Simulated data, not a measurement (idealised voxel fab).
process module | voxel transistor to metal
cross-section cut | 140 nm wide | cells 5 nm
A cross-section is a grid of square cells, given in bands from the top down. A band is one or more rows of cells.
Each band's line starts with the height of the band's top and of its bottom, in nm. Then come its materials from left to right, each with its width in nm. One material with "throughout" fills the band from edge to edge. "air" is empty space.
Height 0 is the level under which the wafer as received is all one material. The lowest band goes on downwards, as in "0 down".
A width such as "30 to 40" changes by the same amount from each row of cells to the next, from the band's top row to its bottom row.
"no change" after a step means that no cell of the cross-section changed.
closed voids: empty space of 8 cells or more with no open way to the top, each as width x height at its distance from the left edge, in nm
after a step's settings: what the simulator itself notes on the step
overlay nm, on a step with a mask: how far to the right of its planned place the mask lay; to the left if negative
plan
1 op RECEIVE | material Si
2 op OXIDIZE | depth nm 5
3 op CONFORMAL_DEP | material SiN | thk nm 10
4 op PATTERN | tone cover | mask id ACTIVE | material resist | width nm 105 | thk nm 15 | overlay nm 0
5 op DIRECTIONAL_ETCH | etch materials SiN | depth nm 10
6 op DIRECTIONAL_ETCH | etch materials SiO2 | depth nm 5
7 op DIRECTIONAL_ETCH | etch materials Si | depth nm 25
8 op STRIP | etch materials resist
9 op OXIDIZE | depth nm 5
10 op FILL_DEP | material SiO2 | thk nm 5
11 op CMP | height nm 10
12 op SELECTIVE_ETCH | etch materials SiO2 | depth nm 10
13 op STRIP | etch materials SiN
14 op SELECTIVE_ETCH | etch materials SiO2 | depth nm 5
15 op OXIDIZE | depth nm 5
16 op DIRECTIONAL_DEP | material polySi | thk nm 25
17 op DIRECTIONAL_DEP | material SiCN | thk nm 5
18 op PATTERN | tone cover | mask id GATE | material resist | width nm 15 | thk nm 20 | overlay nm 0
19 op DIRECTIONAL_ETCH | etch materials SiCN | depth nm 25
20 op DIRECTIONAL_ETCH | etch materials polySi | depth nm 35
21 op STRIP | etch materials resist
22 op CONFORMAL_DEP | material SiO2 | thk nm 5
23 op DIRECTIONAL_ETCH | etch materials SiO2 | depth nm 5
24 op CONFORMAL_DEP | material SiN | thk nm 5
25 op DIRECTIONAL_ETCH | etch materials SiN | depth nm 5
26 op DIRECTIONAL_ETCH | etch materials SiO2 | depth nm 5
27 op DIRECTIONAL_ETCH | etch materials Si | depth nm 10
28 op EPI | material SiGe | thk nm 10
29 op FILL_DEP | material SiO2 | thk nm 10
30 op CMP | height nm 35
31 op DIRECTIONAL_DEP | material SiO2 | thk nm 15
32 op MASKED_ETCH | tone open | mask id CONTACT | width nm 20 | pitch nm 75 | etch materials SiO2 | depth nm 60 | overlay nm 0
33 op CONFORMAL_DEP | material TiN | thk nm 5
34 op FILL_DEP | material W | thk nm 5
35 op CMP | height nm 50
36 op CONFORMAL_DEP | material SiN | thk nm 5
37 op DIRECTIONAL_DEP | material SiO2 | thk nm 25
38 op MASKED_ETCH | tone open | mask id METAL_1 | width nm 20 | pitch nm 75 | etch materials SiO2 | depth nm 25 | overlay nm 0
39 op MASKED_ETCH | tone open | mask id METAL_1 | width nm 20 | pitch nm 75 | etch materials SiN | depth nm 5 | overlay nm 0
40 op CONFORMAL_DEP | material TiN | thk nm 5
41 op FILL_DEP | material Cu | thk nm 10
42 op CMP | height nm 80
43 op CONFORMAL_DEP | material SiCN | thk nm 5
44 op DIRECTIONAL_DEP | material SiO2 | thk nm 35
45 op MASKED_ETCH | tone open | mask id METAL_2_HOLES | width nm 15 | pitch nm 75 | etch materials SiO2 | depth nm 35 | overlay nm 0
46 op DIRECTIONAL_DEP | material aC | thk nm 15
47 op PATTERN | tone open | mask id METAL_2 | material resist | width nm 20 | pitch nm 75 | thk nm 35 | overlay nm 0
48 op DIRECTIONAL_ETCH | etch materials aC | depth nm 15
49 op STRIP | etch materials resist
50 op DIRECTIONAL_ETCH | etch materials SiO2 | depth nm 20
51 op DIRECTIONAL_ETCH | etch materials SiCN | depth nm 5
52 op STRIP | etch materials aC
53 op CONFORMAL_DEP | material TiN | thk nm 5
54 op FILL_DEP | material Ru | thk nm 10
55 op CMP | height nm 120
56 op CONFORMAL_DEP | material SiN | thk nm 5
varied across the wafers: thk nm of step 17. The plan shows the first wafer's value. All wafers start alike
first wafer as received, after step 1
  0 down: Si throughout
  closed voids: none
each wafer at the end: cells of each material gained (+) or lost (-) since it was received, then its closed voids
thk nm 5 | +20 Cu | +20 Ru | -125 Si | +25 SiCN | +32 SiGe | +60 SiN | +493 SiO2 | +116 TiN | +44 W | +15 polySi | closed voids: none
thk nm 10 | +20 Cu | +20 Ru | -125 Si | +28 SiCN | +32 SiGe | +62 SiN | +488 SiO2 | +116 TiN | +44 W | +15 polySi | closed voids: none
thk nm 15 | +20 Cu | +20 Ru | -125 Si | +31 SiCN | +32 SiGe | +64 SiN | +483 SiO2 | +116 TiN | +44 W | +15 polySi | closed voids: none
thk nm 20 | +20 Cu | +20 Ru | -125 Si | +31 SiCN | +32 SiGe | +64 SiN | +483 SiO2 | +116 TiN | +44 W | +15 polySi | closed voids: none
thk nm 25 | +20 Cu | +20 Ru | -125 Si | +31 SiCN | +32 SiGe | +64 SiN | +483 SiO2 | +116 TiN | +44 W | +15 polySi | closed voids: none
thk nm 30 | +20 Cu | +20 Ru | -101 Si | +56 SiCN | +52 SiN | +409 SiO2 | +88 TiN | +16 W | +140 polySi | closed voids: none
